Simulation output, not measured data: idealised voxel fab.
process module | voxel double patterning
cross-section cut | 260 nm wide | cells 5 nm
A cross-section is a grid of square cells, given in bands from the top down. A band is one or more rows of cells.
Each band's line starts with the height of the band's top and of its bottom, in nm. Then come its materials from left to right, each with its width in nm. One material with "throughout" fills the band from edge to edge. "air" is empty space.
Height 0 is the level under which the wafer as received is all one material. The lowest band goes on downwards, as in "0 down".
A width such as "30 to 40" changes by the same amount from each row of cells to the next, from the band's top row to its bottom row.
"no change" after a step means that no cell of the cross-section changed.
closed voids: empty space of 8 cells or more with no open way to the top, each as width x height at its distance from the left edge, in nm
after a step's settings: what the simulator itself notes on the step
overlay nm, on a step with a mask: how far to the right of its planned place the mask lay; to the left if negative
plan
1 op RECEIVE | material Si
2 op CONFORMAL_DEP | material SiO2 | thk nm 5
3 op DIRECTIONAL_DEP | material polySi | thk nm 20
4 op DIRECTIONAL_DEP | material SiN | thk nm 5
5 op PATTERN | tone open | mask id FIRST | material resist | width nm 15 | pitch nm 50 | thk nm 20 | overlay nm 0
6 op DIRECTIONAL_ETCH | etch materials SiN | depth nm 5
7 op STRIP | etch materials resist
8 op MASKED_ETCH | tone open | mask id SECOND | width nm 15 | pitch nm 50 | etch materials SiN | depth nm 5 | overlay nm 0
9 op DIRECTIONAL_ETCH | etch materials polySi | depth nm 20
10 op STRIP | etch materials SiN
first wafer, as planned
as received, after step 1
  0 down: Si throughout
  closed voids: none
after step 2
  5 to 0: SiO2 throughout
  below 0: unchanged
after step 3
  25 to 5: polySi throughout
  below 5: unchanged
after step 4
  30 to 25: SiN throughout
  below 25: unchanged
after step 5
  50 to 30: resist 70 | air 15 | resist 35 | air 15 | resist 35 | air 15 | resist 75
  below 30: unchanged
after step 6
  50 to 30: resist 70 | air 15 | resist 35 | air 15 | resist 35 | air 15 | resist 75
  30 to 25: SiN 70 | air 15 | SiN 35 | air 15 | SiN 35 | air 15 | SiN 75
  below 25: unchanged
after step 7
  30 to 25: SiN 70 | air 15 | SiN 35 | air 15 | SiN 35 | air 15 | SiN 75
  below 25: unchanged
after step 8
  30 to 25: SiN 70 | air 15 | SiN 10 | air 15 | SiN 10 | air 15 | SiN 10 | air 15 | SiN 10 | air 15 | SiN 75
  below 25: unchanged
after step 9
  30 to 25: SiN 70 | air 15 | SiN 10 | air 15 | SiN 10 | air 15 | SiN 10 | air 15 | SiN 10 | air 15 | SiN 75
  25 to 5: polySi 70 | air 15 | polySi 10 | air 15 | polySi 10 | air 15 | polySi 10 | air 15 | polySi 10 | air 15 | polySi 75
  below 5: unchanged
after step 10
  25 to 5: polySi 70 | air 15 | polySi 10 | air 15 | polySi 10 | air 15 | polySi 10 | air 15 | polySi 10 | air 15 | polySi 75
  below 5: unchanged
second wafer: like start, like plan, one mistake. Through step 1 it matches the first wafer
when step 2 should have ended
  20 to 0: polySi throughout
  below 0: unchanged
when step 3 should have ended
  25 to 20: SiO2 throughout
  below 20: unchanged
when step 4 should have ended
  30 to 25: SiN throughout
  below 25: unchanged
when step 5 should have ended
  50 to 30: resist 70 | air 15 | resist 35 | air 15 | resist 35 | air 15 | resist 75
  below 30: unchanged
when step 6 should have ended
  50 to 30: resist 70 | air 15 | resist 35 | air 15 | resist 35 | air 15 | resist 75
  30 to 25: SiN 70 | air 15 | SiN 35 | air 15 | SiN 35 | air 15 | SiN 75
  below 25: unchanged
when step 7 should have ended
  30 to 25: SiN 70 | air 15 | SiN 35 | air 15 | SiN 35 | air 15 | SiN 75
  below 25: unchanged
when step 8 should have ended
  30 to 25: SiN 70 | air 15 | SiN 10 | air 15 | SiN 10 | air 15 | SiN 10 | air 15 | SiN 10 | air 15 | SiN 75
  below 25: unchanged
when step 9 should have ended: no change
when step 10 should have ended
  25 to 20: SiO2 throughout
  below 20: unchanged
what went wrong: steps 2 and 3 were swapped
at the end the second wafer has, in cells: 60 more of polySi
